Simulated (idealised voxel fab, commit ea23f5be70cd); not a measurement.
The document below concerns the process module designated voxel ribs on slabs.
In the cross-section labelled cut, the width is 175 nm and each square cell is 5 nm.
Bands, listed from the top down, are how a cross-section gets written in this document; the cross-section itself is a grid of square cells, and a band is one or more rows of them.
Within each band entry, the heights of the top and of the bottom of the band appear first, in that order and in nm; the materials of the band then follow from left to right, each with its corresponding width in nm. The designation "full width" on a single material indicates that it fills the band from edge to edge; the designation "air" indicates empty space.
We count height from 0. Below that, the starting wafer is all one material. The lowest band never ends at the bottom but goes on down; see "0 down" for how that is written.
Think of "30 to 40" as a width that walks from the first number to the second as you go down the band, top row to bottom row, taking equal-sized steps from row to row.
Key: "remains unaltered" - step with no changed cell in the cross-section.
In the "Closed void table" entry, you get each enclosed empty space of 8 cells or more, one with no open way to the top, written width x height at distance, distance from the left edge, in nm.
Past the settings on a step's line: simulator remark, on that step.
"overlay nm" answers the question of how far to the right of plan the mask lay on a step that has a mask, and when it is negative the answer is to the left.

[plan]
1) RECEIVE [material Si]
2) DIRECTIONAL_DEP [material SiO2] [thk nm 30]
3) DIRECTIONAL_DEP [material polySi] [thk nm 25]
4) MASKED_ETCH [tone cover] [mask id RIB] [width nm 25] [etch materials polySi] [depth nm 15] [overlay nm 0]
5) MASKED_ETCH [tone cover] [mask id SLAB] [width nm 65] [etch materials polySi] [depth nm 10] [overlay nm 0]
6) FILL_DEP [material SiO2] [thk nm 25]
7) CMP [height nm 70]
8) DIRECTIONAL_DEP [material W] [thk nm 5]
9) MASKED_ETCH [tone cover] [mask id HEATER] [width nm 35] [etch materials W] [depth nm 5] [overlay nm 0]
10) CONFORMAL_DEP [material SiN] [thk nm 5]

[Run as planned: first of two wafers]

[Cross-section: wafer on arrival = after step 1]
- 0 down  Si full width
- Closed void table: none

[The wafer, seen in cross-section, after step 2]
- 30 to 0  SiO2 full width
- below 0: unchanged

[The wafer, seen in cross-section, after step 3]
- 55 to 30  polySi full width
- below 30: unchanged

[The wafer, seen in cross-section, after step 4]
- 55 to 40  75 nm air, then 25 nm polySi, then 75 nm air
- below 40: unchanged

[The wafer, seen in cross-section, after step 5]
- 55 to 40  75 nm air, then 25 nm polySi, then 75 nm air
- 40 to 30  55 nm air, then 65 nm polySi, then 55 nm air
- below 30: unchanged

[The wafer, seen in cross-section, after step 6]
- 80 to 55  SiO2 full width
- 55 to 40  75 nm SiO2, then 25 nm polySi, then 75 nm SiO2
- 40 to 30  55 nm SiO2, then 65 nm polySi, then 55 nm SiO2
- below 30: unchanged

[The wafer, seen in cross-section, after step 7]
- 70 to 55  SiO2 full width
- below 55: unchanged

[The wafer, seen in cross-section, after step 8]
- 75 to 70  W full width
- below 70: unchanged

[The wafer, seen in cross-section, after step 9]
- 75 to 70  70 nm air, then 35 nm W, then 70 nm air
- below 70: unchanged

[The wafer, seen in cross-section, after step 10]
- 80 to 75  65 nm air, then 45 nm SiN, then 65 nm air
- 75 to 70  70 nm SiN, then 35 nm W, then 70 nm SiN
- below 70: unchanged

[It is to be noted that the second wafer proceeded from the same initial state and according to the same plan as the first, although one mistake was committed in its execution; through step 8, inclusive, the two wafers share an identical history]

[Second wafer: cross-section at the scheduled end of step 9]
- 75 to 70  70 nm W, then 35 nm air, then 70 nm W
- below 70: unchanged

[Second wafer: cross-section at the scheduled end of step 10]
- 80 to 75  75 nm SiN, then 25 nm air, then 75 nm SiN
- 75 to 70  70 nm W, then 35 nm SiN, then 70 nm W
- below 70: unchanged
What was the processing mistake? step 9, actual vs plan mismatch, actual run MASKED_ETCH [tone open] [mask id HEATER] [width nm 35] [etch materials W] [depth nm 5] [overlay nm 0]
Final difference in cells, second wafer against first, listed per material as more or fewer: 21 more of W
